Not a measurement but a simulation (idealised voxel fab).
process module | voxel self aligned vias
cross-section cut | 235 nm wide | cells 5 nm
A cross-section is a grid of square cells, given in bands from the top down. A band is one or more rows of cells.
Each band's line starts with the height of the band's top and of its bottom, in nm. Then come its materials from left to right, each with its width in nm. One material with "throughout" fills the band from edge to edge. "air" is empty space.
Height 0 is the level under which the wafer as received is all one material. The lowest band goes on downwards, as in "0 down".
A width such as "30 to 40" changes by the same amount from each row of cells to the next, from the band's top row to its bottom row.
"no change" after a step means that no cell of the cross-section changed.
closed voids: empty space of 8 cells or more with no open way to the top, each as width x height at its distance from the left edge, in nm
after a step's settings: what the simulator itself notes on the step
overlay nm, on a step with a mask: how far to the right of its planned place the mask lay; to the left if negative
plan
1 op RECEIVE | material Si
2 op CONFORMAL_DEP | material SiO2 | thk nm 10
3 op CONFORMAL_DEP | material SiCN | thk nm 5
4 op DIRECTIONAL_DEP | material lowk | thk nm 20
5 op MASKED_ETCH | tone open | mask id LINES | width nm 30 | pitch nm 70 | etch materials lowk | depth nm 20 | overlay nm 0
6 op CONFORMAL_DEP | material TiN | thk nm 5
7 op FILL_DEP | material W | thk nm 10
8 op CMP | height nm 35
9 op SELECTIVE_ETCH | etch materials W Ru TiN | depth nm 5
10 op FILL_DEP | material SiN | thk nm 5
11 op CMP | height nm 35
12 op DIRECTIONAL_DEP | material lowk | thk nm 15
13 op PATTERN | tone open | mask id VIAS | material resist | width nm 50 | thk nm 20 | overlay nm 0
14 op DIRECTIONAL_ETCH | etch materials lowk | depth nm 15
15 op DIRECTIONAL_ETCH | etch materials SiN | depth nm 5
16 op STRIP | etch materials resist
17 op CONFORMAL_DEP | material TiN | thk nm 5
18 op FILL_DEP | material Cu | thk nm 5
19 op CMP | height nm 50
20 op CONFORMAL_DEP | material SiCN | thk nm 5
first wafer, as planned
as received, after step 1
  0 down: Si throughout
  closed voids: none
after step 2
  10 to 0: SiO2 throughout
  below 0: unchanged
after step 3
  15 to 10: SiCN throughout
  below 10: unchanged
after step 4
  35 to 15: lowk throughout
  below 15: unchanged
after step 5
  35 to 15: lowk 65 | air 30 | lowk 40 | air 30 | lowk 70
  below 15: unchanged
after step 6
  40 to 35: TiN 70 | air 20 | TiN 50 | air 20 | TiN 75
  35 to 20: lowk 65 | TiN 5 | air 20 | TiN 5 | lowk 40 | TiN 5 | air 20 | TiN 5 | lowk 70
  20 to 15: lowk 65 | TiN 30 | lowk 40 | TiN 30 | lowk 70
  below 15: unchanged
after step 7
  50 to 40: W throughout
  40 to 35: TiN 70 | W 20 | TiN 50 | W 20 | TiN 75
  35 to 20: lowk 65 | TiN 5 | W 20 | TiN 5 | lowk 40 | TiN 5 | W 20 | TiN 5 | lowk 70
  below 20: unchanged
after step 8
  35 to 20: lowk 65 | TiN 5 | W 20 | TiN 5 | lowk 40 | TiN 5 | W 20 | TiN 5 | lowk 70
  below 20: unchanged
after step 9
  35 to 30: lowk 65 | air 30 | lowk 40 | air 30 | lowk 70
  below 30: unchanged
after step 10
  40 to 35: SiN throughout
  35 to 30: lowk 65 | SiN 30 | lowk 40 | SiN 30 | lowk 70
  below 30: unchanged
after step 11
  35 to 30: lowk 65 | SiN 30 | lowk 40 | SiN 30 | lowk 70
  below 30: unchanged
after step 12
  50 to 35: lowk throughout
  below 35: unchanged
after step 13
  70 to 50: resist 55 | air 50 | resist 130
  below 50: unchanged
after step 14
  70 to 50: resist 55 | air 50 | resist 130
  50 to 35: lowk 55 | air 50 | lowk 130
  below 35: unchanged
after step 15
  70 to 50: resist 55 | air 50 | resist 130
  50 to 35: lowk 55 | air 50 | lowk 130
  35 to 30: lowk 65 | air 30 | lowk 40 | SiN 30 | lowk 70
  below 30: unchanged
after step 16
  50 to 35: lowk 55 | air 50 | lowk 130
  below 35: unchanged
after step 17
  55 to 50: TiN 60 | air 40 | TiN 135
  50 to 40: lowk 55 | TiN 5 | air 40 | TiN 5 | lowk 130
  40 to 35: lowk 55 | TiN 15 | air 20 | TiN 15 | lowk 130
  35 to 30: lowk 65 | TiN 30 | lowk 40 | SiN 30 | lowk 70
  below 30: unchanged
after step 18
  60 to 55: Cu throughout
  55 to 50: TiN 60 | Cu 40 | TiN 135
  50 to 40: lowk 55 | TiN 5 | Cu 40 | TiN 5 | lowk 130
  40 to 35: lowk 55 | TiN 15 | Cu 20 | TiN 15 | lowk 130
  below 35: unchanged
after step 19
  50 to 40: lowk 55 | TiN 5 | Cu 40 | TiN 5 | lowk 130
  below 40: unchanged
after step 20
  55 to 50: SiCN throughout
  below 50: unchanged
second wafer: like start, like plan, one mistake. Through step 2 it matches the first wafer
when step 3 should have ended: no change
when step 4 should have ended
  30 to 10: lowk throughout
  below 10: unchanged
when step 5 should have ended
  30 to 10: lowk 65 | air 30 | lowk 40 | air 30 | lowk 70
  below 10: unchanged
when step 6 should have ended
  35 to 30: TiN 70 | air 20 | TiN 50 | air 20 | TiN 75
  30 to 15: lowk 65 | TiN 5 | air 20 | TiN 5 | lowk 40 | TiN 5 | air 20 | TiN 5 | lowk 70
  15 to 10: lowk 65 | TiN 30 | lowk 40 | TiN 30 | lowk 70
  below 10: unchanged
when step 7 should have ended
  45 to 35: W throughout
  35 to 30: TiN 70 | W 20 | TiN 50 | W 20 | TiN 75
  30 to 15: lowk 65 | TiN 5 | W 20 | TiN 5 | lowk 40 | TiN 5 | W 20 | TiN 5 | lowk 70
  below 15: unchanged
when step 8 should have ended
  35 to 30: TiN 70 | W 20 | TiN 50 | W 20 | TiN 75
  below 30: unchanged
when step 9 should have ended
  30 to 15: lowk 65 | TiN 5 | W 20 | TiN 5 | lowk 40 | TiN 5 | W 20 | TiN 5 | lowk 70
  below 15: unchanged
when step 10 should have ended
  35 to 30: SiN throughout
  below 30: unchanged
when step 11 should have ended: no change
when step 12 should have ended
  50 to 35: lowk throughout
  below 35: unchanged
when step 13 should have ended
  70 to 50: resist 55 | air 50 | resist 130
  below 50: unchanged
when step 14 should have ended
  70 to 50: resist 55 | air 50 | resist 130
  50 to 35: lowk 55 | air 50 | lowk 130
  below 35: unchanged
when step 15 should have ended
  70 to 50: resist 55 | air 50 | resist 130
  50 to 35: lowk 55 | air 50 | lowk 130
  35 to 30: SiN 55 | air 50 | SiN 130
  below 30: unchanged
when step 16 should have ended
  50 to 35: lowk 55 | air 50 | lowk 130
  below 35: unchanged
when step 17 should have ended
  55 to 50: TiN 60 | air 40 | TiN 135
  50 to 35: lowk 55 | TiN 5 | air 40 | TiN 5 | lowk 130
  35 to 30: SiN 55 | TiN 50 | SiN 130
  below 30: unchanged
when step 18 should have ended
  60 to 55: Cu throughout
  55 to 50: TiN 60 | Cu 40 | TiN 135
  50 to 35: lowk 55 | TiN 5 | Cu 40 | TiN 5 | lowk 130
  below 35: unchanged
when step 19 should have ended
  50 to 35: lowk 55 | TiN 5 | Cu 40 | TiN 5 | lowk 130
  below 35: unchanged
when step 20 should have ended
  55 to 50: SiCN throughout
  below 50: unchanged
what went wrong: step 3 was left out
at the end the second wafer has, in cells: 4 more of Cu | 47 fewer of SiCN | 31 more of SiN | 4 more of TiN | 8 more of W
